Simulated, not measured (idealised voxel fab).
The following is a process module called voxel capacitor over wiring.
Pictured: cross-section cut, 225 nm wide, on a grid of 5 nm square cells.
Cross-section, as written here: a square-cell grid given band by band from the top down, where a band holds one or more rows of cells. A band entry consists of two parts. The first gives the height of the band's top and the height of its bottom, in nm. The rest lists the band's materials from left to right, each with its width in nm. A single material labelled with the word "everywhere" fills the band from edge to edge, and the word "empty" marks empty space. Height 0 is the level under which the wafer as received is all one material. The lowest band goes on downwards, as in "0 and below". A width given as "30..40" starts at the first number in the band's top row and ends at the second number in its bottom row, shifting by an equal amount at every step from row to row. "nothing was modified" means the step left every cell of the cross-section as it was. Closed empty spaces (no open way to the top) of 8 cells or more are what "Enclosed void listing" lists, each as width x height at distance from the left edge, nm for all three. Whatever follows a step's settings on its line is a remark the simulator itself makes about that step. The setting "overlay nm" may be written on the line of a step. When the step uses a mask, the value reports how far to the right of the planned place the mask lay, and a negative value reports that it lay to the left.
# Process steps (planned)
1: op RECEIVE | material Si
2: op CONFORMAL_DEP | material SiO2 | thk nm 10
3: op DIRECTIONAL_DEP | material TiN | thk nm 5
4: op DIRECTIONAL_DEP | material Ru | thk nm 15
5: op DIRECTIONAL_DEP | material aC | thk nm 10
6: op PATTERN | tone cover | mask id METAL_1 | material resist | width nm 30 | pitch nm 80 | thk nm 25 | overlay nm 0
7: op DIRECTIONAL_ETCH | etch materials aC | depth nm 10
8: op STRIP | etch materials resist
9: op DIRECTIONAL_ETCH | etch materials Ru | depth nm 15
10: op DIRECTIONAL_ETCH | etch materials TiN | depth nm 5
11: op STRIP | etch materials aC
12: op CONFORMAL_DEP | material SiCN | thk nm 5
13: op FILL_DEP | material lowk | thk nm 10
14: op CMP | height nm 30
15: op CONFORMAL_DEP | material SiCN | thk nm 5
16: op DIRECTIONAL_DEP | material SiO2 | thk nm 20
17: op MASKED_ETCH | tone open | mask id PLUG_1 | width nm 15 | etch materials SiO2 | depth nm 20 | overlay nm 0
18: op MASKED_ETCH | tone open | mask id PLUG_1 | width nm 15 | etch materials SiCN | depth nm 5 | overlay nm 0
19: op EPI | material Ru | thk nm 10
20: op EPI | material Ru | thk nm 10
21: op EPI | material Ru | thk nm 5
22: op DIRECTIONAL_DEP | material TiN | thk nm 10
23: op DIRECTIONAL_DEP | material Al2O3 | thk nm 5
24: op DIRECTIONAL_DEP | material TiN | thk nm 5
25: op DIRECTIONAL_DEP | material aC | thk nm 10
26: op PATTERN | tone cover | mask id UPPER_PLATE | material resist | width nm 55 | thk nm 30 | overlay nm 0
27: op DIRECTIONAL_ETCH | etch materials aC | depth nm 10
28: op STRIP | etch materials resist
29: op DIRECTIONAL_ETCH | etch materials TiN | depth nm 5
30: op DIRECTIONAL_ETCH | etch materials Al2O3 | depth nm 5
31: op STRIP | etch materials aC
32: op PATTERN | tone cover | mask id LOWER_PLATE | material resist | width nm 65 | thk nm 15 | overlay nm 0
33: op DIRECTIONAL_ETCH | etch materials TiN | depth nm 10
34: op STRIP | etch materials resist
35: op FILL_DEP | material SiO2 | thk nm 20
36: op CMP | height nm 90
37: op PATTERN | tone open | mask id PLUG_2 | material resist | width nm 15 | thk nm 20 | overlay nm 0
38: op DIRECTIONAL_ETCH | etch materials SiO2 | depth nm 15
39: op STRIP | etch materials resist
40: op CONFORMAL_DEP | material TiN | thk nm 5
41: op FILL_DEP | material Cu | thk nm 10
42: op CMP | height nm 90
43: op CONFORMAL_DEP | material SiCN | thk nm 5
# First of the two wafers, run per plan
# Cross-section, incoming material, after step 1
    0 and below | Si everywhere
    Enclosed void listing: none
# Cross-section through the wafer, step 2 finished
    10 down to 0 | SiO2 everywhere
    Below 0 it's all the same as before, nothing changed down there.
# Cross-section through the wafer, step 3 finished
    15 down to 10 | TiN everywhere
    Below 10 it's all the same as before, nothing changed down there.
# Cross-section through the wafer, step 4 finished
    30 down to 15 | Ru everywhere
    Below 15 it's all the same as before, nothing changed down there.
# Cross-section through the wafer, step 5 finished
    40 down to 30 | aC everywhere
    Below 30 it's all the same as before, nothing changed down there.
# Cross-section through the wafer, step 6 finished
    65 down to 40 | empty 55 nm, resist 30 nm, empty 50 nm, resist 30 nm, empty 60 nm
    Below 40 it's all the same as before, nothing changed down there.
# Cross-section through the wafer, step 7 finished
    55 down to 40 | empty 55 nm, resist 30 nm, empty 50 nm, resist 30 nm, empty 60 nm
    40 down to 30 | empty 55 nm, aC 30 nm, empty 50 nm, aC 30 nm, empty 60 nm
    Below 30 it's all the same as before, nothing changed down there.
# Cross-section through the wafer, step 8 finished
    40 down to 30 | empty 55 nm, aC 30 nm, empty 50 nm, aC 30 nm, empty 60 nm
    Below 30 it's all the same as before, nothing changed down there.
# Cross-section through the wafer, step 9 finished
    40 down to 30 | empty 55 nm, aC 30 nm, empty 50 nm, aC 30 nm, empty 60 nm
    30 down to 15 | empty 55 nm, Ru 30 nm, empty 50 nm, Ru 30 nm, empty 60 nm
    Below 15 it's all the same as before, nothing changed down there.
# Cross-section through the wafer, step 10 finished
    40 down to 30 | empty 55 nm, aC 30 nm, empty 50 nm, aC 30 nm, empty 60 nm
    30 down to 15 | empty 55 nm, Ru 30 nm, empty 50 nm, Ru 30 nm, empty 60 nm
    15 down to 10 | empty 55 nm, TiN 30 nm, empty 50 nm, TiN 30 nm, empty 60 nm
    Below 10 it's all the same as before, nothing changed down there.
# Cross-section through the wafer, step 11 finished
    30 down to 15 | empty 55 nm, Ru 30 nm, empty 50 nm, Ru 30 nm, empty 60 nm
    Below 15 it's all the same as before, nothing changed down there.
# Cross-section through the wafer, step 12 finished
    35 down to 30 | empty 50 nm, SiCN 40 nm, empty 40 nm, SiCN 40 nm, empty 55 nm
    30 down to 15 | empty 50 nm, SiCN 5 nm, Ru 30 nm, SiCN 5 nm, empty 40 nm, SiCN 5 nm, Ru 30 nm, SiCN 5 nm, empty 55 nm
    15 down to 10 | SiCN 55 nm, TiN 30 nm, SiCN 50 nm, TiN 30 nm, SiCN 60 nm
    Below 10 it's all the same as before, nothing changed down there.
# Cross-section through the wafer, step 13 finished
    45 down to 35 | lowk everywhere
    35 down to 30 | lowk 50 nm, SiCN 40 nm, lowk 40 nm, SiCN 40 nm, lowk 55 nm
    30 down to 15 | lowk 50 nm, SiCN 5 nm, Ru 30 nm, SiCN 5 nm, lowk 40 nm, SiCN 5 nm, Ru 30 nm, SiCN 5 nm, lowk 55 nm
    Below 15 it's all the same as before, nothing changed down there.
# Cross-section through the wafer, step 14 finished
    30 down to 15 | lowk 50 nm, SiCN 5 nm, Ru 30 nm, SiCN 5 nm, lowk 40 nm, SiCN 5 nm, Ru 30 nm, SiCN 5 nm, lowk 55 nm
    Below 15 it's all the same as before, nothing changed down there.
# Cross-section through the wafer, step 15 finished
    35 down to 30 | SiCN everywhere
    Below 30 it's all the same as before, nothing changed down there.
# Cross-section through the wafer, step 16 finished
    55 down to 35 | SiO2 everywhere
    Below 35 it's all the same as before, nothing changed down there.
# Cross-section through the wafer, step 17 finished
    55 down to 35 | SiO2 70 nm, empty 15 nm, SiO2 140 nm
    Below 35 it's all the same as before, nothing changed down there.
# Cross-section through the wafer, step 18 finished
    55 down to 35 | SiO2 70 nm, empty 15 nm, SiO2 140 nm
    35 down to 30 | SiCN 70 nm, empty 15 nm, SiCN 140 nm
    Below 30 it's all the same as before, nothing changed down there.
# Cross-section through the wafer, step 19 finished
    55 down to 40 | SiO2 70 nm, empty 15 nm, SiO2 140 nm
    40 down to 35 | SiO2 70 nm, Ru 15 nm, SiO2 140 nm
    35 down to 30 | SiCN 70 nm, Ru 15 nm, SiCN 140 nm
    Below 30 it's all the same as before, nothing changed down there.
# Cross-section through the wafer, step 20 finished
    55 down to 50 | SiO2 70 nm, empty 15 nm, SiO2 140 nm
    50 down to 35 | SiO2 70 nm, Ru 15 nm, SiO2 140 nm
    Below 35 it's all the same as before, nothing changed down there.
# Cross-section through the wafer, step 21 finished
    55 down to 35 | SiO2 70 nm, Ru 15 nm, SiO2 140 nm
    Below 35 it's all the same as before, nothing changed down there.
# Cross-section through the wafer, step 22 finished
    65 down to 55 | TiN everywhere
    Below 55 it's all the same as before, nothing changed down there.
# Cross-section through the wafer, step 23 finished
    70 down to 65 | Al2O3 everywhere
    Below 65 it's all the same as before, nothing changed down there.
# Cross-section through the wafer, step 24 finished
    75 down to 70 | TiN everywhere
    Below 70 it's all the same as before, nothing changed down there.
# Cross-section through the wafer, step 25 finished
    85 down to 75 | aC everywhere
    Below 75 it's all the same as before, nothing changed down there.
# Cross-section through the wafer, step 26 finished
    115 down to 85 | empty 70 nm, resist 55 nm, empty 100 nm
    Below 85 it's all the same as before, nothing changed down there.
# Cross-section through the wafer, step 27 finished
    105 down to 85 | empty 70 nm, resist 55 nm, empty 100 nm
    85 down to 75 | empty 70 nm, aC 55 nm, empty 100 nm
    Below 75 it's all the same as before, nothing changed down there.
# Cross-section through the wafer, step 28 finished
    85 down to 75 | empty 70 nm, aC 55 nm, empty 100 nm
    Below 75 it's all the same as before, nothing changed down there.
# Cross-section through the wafer, step 29 finished
    85 down to 75 | empty 70 nm, aC 55 nm, empty 100 nm
    75 down to 70 | empty 70 nm, TiN 55 nm, empty 100 nm
    Below 70 it's all the same as before, nothing changed down there.
# Cross-section through the wafer, step 30 finished
    85 down to 75 | empty 70 nm, aC 55 nm, empty 100 nm
    75 down to 70 | empty 70 nm, TiN 55 nm, empty 100 nm
    70 down to 65 | empty 70 nm, Al2O3 55 nm, empty 100 nm
    Below 65 it's all the same as before, nothing changed down there.
# Cross-section through the wafer, step 31 finished
    75 down to 70 | empty 70 nm, TiN 55 nm, empty 100 nm
    Below 70 it's all the same as before, nothing changed down there.
# Cross-section through the wafer, step 32 finished
    90 down to 75 | empty 65 nm, resist 65 nm, empty 95 nm
    75 down to 70 | empty 65 nm, resist 5 nm, TiN 55 nm, resist 5 nm, empty 95 nm
    70 down to 65 | empty 65 nm, resist 5 nm, Al2O3 55 nm, resist 5 nm, empty 95 nm
    Below 65 it's all the same as before, nothing changed down there.
# Cross-section through the wafer, step 33 finished
    90 down to 75 | empty 65 nm, resist 65 nm, empty 95 nm
    75 down to 70 | empty 65 nm, resist 5 nm, TiN 55 nm, resist 5 nm, empty 95 nm
    70 down to 65 | empty 65 nm, resist 5 nm, Al2O3 55 nm, resist 5 nm, empty 95 nm
    65 down to 55 | empty 65 nm, TiN 65 nm, empty 95 nm
    Below 55 it's all the same as before, nothing changed down there.
# Cross-section through the wafer, step 34 finished
    75 down to 70 | empty 70 nm, TiN 55 nm, empty 100 nm
    70 down to 65 | empty 70 nm, Al2O3 55 nm, empty 100 nm
    Below 65 it's all the same as before, nothing changed down there.
# Cross-section through the wafer, step 35 finished
    95 down to 75 | SiO2 everywhere
    75 down to 70 | SiO2 70 nm, TiN 55 nm, SiO2 100 nm
    70 down to 65 | SiO2 70 nm, Al2O3 55 nm, SiO2 100 nm
    65 down to 55 | SiO2 65 nm, TiN 65 nm, SiO2 95 nm
    Below 55 it's all the same as before, nothing changed down there.
# Cross-section through the wafer, step 36 finished
    90 down to 75 | SiO2 everywhere
    Below 75 it's all the same as before, nothing changed down there.
# Cross-section through the wafer, step 37 finished
    110 down to 90 | resist 80 nm, empty 15 nm, resist 130 nm
    Below 90 it's all the same as before, nothing changed down there.
# Cross-section through the wafer, step 38 finished
    110 down to 90 | resist 80 nm, empty 15 nm, resist 130 nm
    90 down to 75 | SiO2 80 nm, empty 15 nm, SiO2 130 nm
    Below 75 it's all the same as before, nothing changed down there.
# Cross-section through the wafer, step 39 finished
    90 down to 75 | SiO2 80 nm, empty 15 nm, SiO2 130 nm
    Below 75 it's all the same as before, nothing changed down there.
# Cross-section through the wafer, step 40 finished
    95 down to 90 | TiN 85 nm, empty 5 nm, TiN 135 nm
    90 down to 80 | SiO2 80 nm, TiN 5 nm, empty 5 nm, TiN 5 nm, SiO2 130 nm
    80 down to 70 | SiO2 80..70 nm, TiN 15..55 nm, SiO2 130..100 nm
    Below 70 it's all the same as before, nothing changed down there.
# Cross-section through the wafer, step 41 finished
    105 down to 95 | Cu everywhere
    95 down to 90 | TiN 85 nm, Cu 5 nm, TiN 135 nm
    90 down to 80 | SiO2 80 nm, TiN 5 nm, Cu 5 nm, TiN 5 nm, SiO2 130 nm
    Below 80 it's all the same as before, nothing changed down there.
# Cross-section through the wafer, step 42 finished
    90 down to 80 | SiO2 80 nm, TiN 5 nm, Cu 5 nm, TiN 5 nm, SiO2 130 nm
    Below 80 it's all the same as before, nothing changed down there.
# Cross-section through the wafer, step 43 finished
    95 down to 90 | SiCN everywhere
    Below 90 it's all the same as before, nothing changed down there.
# Companion wafer, the second of two: same beginning, same intended sequence, one mistake in carrying it out; through step 41 inclusive it tracks the first exactly
# Here is the second wafer in cross-section at the point where step 42 of the plan should have been done
    100 down to 95 | Cu everywhere
    Below 95 it's all the same as before, nothing changed down there.
# Here is the second wafer in cross-section at the point where step 43 of the plan should have been done
    105 down to 100 | SiCN everywhere
    Below 100 it's all the same as before, nothing changed down there.
Diagnosis: step 42 ran as: op CMP | height nm 100
Final wafer comparison in cells, second versus first, more or fewer per material: Cu +46 | TiN +44
